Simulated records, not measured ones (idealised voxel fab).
process module | voxel ribs on slabs
cross-section cut | 140 nm wide | cells 5 nm
A cross-section is a grid of square cells, given in bands from the top down. A band is one or more rows of cells.
Each band's line starts with the height of the band's top and of its bottom, in nm. Then come its materials from left to right, each with its width in nm. One material with "throughout" fills the band from edge to edge. "air" is empty space.
Height 0 is the level under which the wafer as received is all one material. The lowest band goes on downwards, as in "0 down".
A width such as "30 to 40" changes by the same amount from each row of cells to the next, from the band's top row to its bottom row.
"no change" after a step means that no cell of the cross-section changed.
closed voids: empty space of 8 cells or more with no open way to the top, each as width x height at its distance from the left edge, in nm
after a step's settings: what the simulator itself notes on the step
overlay nm, on a step with a mask: how far to the right of its planned place the mask lay; to the left if negative
plan
1 op RECEIVE | material Si
2 op DIRECTIONAL_DEP | material SiO2 | thk nm 25
3 op DIRECTIONAL_DEP | material polySi | thk nm 25
4 op MASKED_ETCH | tone cover | mask id RIB | width nm 25 | etch materials polySi | depth nm 20 | overlay nm 0
5 op MASKED_ETCH | tone cover | mask id SLAB | width nm 85 | etch materials polySi | depth nm 5 | overlay nm 0
6 op FILL_DEP | material SiO2 | thk nm 15
7 op CMP | height nm 60
8 op DIRECTIONAL_DEP | material TiN | thk nm 10
9 op MASKED_ETCH | tone cover | mask id HEATER | width nm 35 | etch materials TiN | depth nm 10 | overlay nm 0
10 op CONFORMAL_DEP | material SiO2 | thk nm 5
first wafer, as planned
as received, after step 1
  0 down: Si throughout
  closed voids: none
after step 2
  25 to 0: SiO2 throughout
  below 0: unchanged
after step 3
  50 to 25: polySi throughout
  below 25: unchanged
after step 4
  50 to 30: air 55 | polySi 25 | air 60
  below 30: unchanged
after step 5
  50 to 30: air 55 | polySi 25 | air 60
  30 to 25: air 25 | polySi 85 | air 30
  below 25: unchanged
after step 6
  65 to 50: SiO2 throughout
  50 to 30: SiO2 55 | polySi 25 | SiO2 60
  30 to 25: SiO2 25 | polySi 85 | SiO2 30
  below 25: unchanged
after step 7
  60 to 50: SiO2 throughout
  below 50: unchanged
after step 8
  70 to 60: TiN throughout
  below 60: unchanged
after step 9
  70 to 60: air 50 | TiN 35 | air 55
  below 60: unchanged
after step 10
  75 to 70: air 45 | SiO2 45 | air 50
  70 to 65: air 45 | SiO2 5 | TiN 35 | SiO2 5 | air 50
  65 to 60: SiO2 50 | TiN 35 | SiO2 55
  below 60: unchanged
second wafer: like start, like plan, one mistake. Through step 4 it matches the first wafer
when step 5 should have ended
  45 to 30: air 55 | polySi 25 | air 60
  30 to 25: polySi 25 | air 30 | polySi 25 | air 30 | polySi 30
  below 25: unchanged
when step 6 should have ended
  60 to 45: SiO2 throughout
  45 to 30: SiO2 55 | polySi 25 | SiO2 60
  30 to 25: polySi 25 | SiO2 30 | polySi 25 | SiO2 30 | polySi 30
  below 25: unchanged
when step 7 should have ended: no change
when step 8 should have ended
  70 to 60: TiN throughout
  below 60: unchanged
when step 9 should have ended
  70 to 60: air 50 | TiN 35 | air 55
  below 60: unchanged
when step 10 should have ended
  75 to 70: air 45 | SiO2 45 | air 50
  70 to 65: air 45 | SiO2 5 | TiN 35 | SiO2 5 | air 50
  65 to 60: SiO2 50 | TiN 35 | SiO2 55
  below 60: unchanged
what went wrong: step 5 ran as: op MASKED_ETCH | tone open | mask id SLAB | width nm 85 | etch materials polySi | depth nm 5 | overlay nm 0
at the end the second wafer has, in cells: 6 more of SiO2 | 6 fewer of polySi
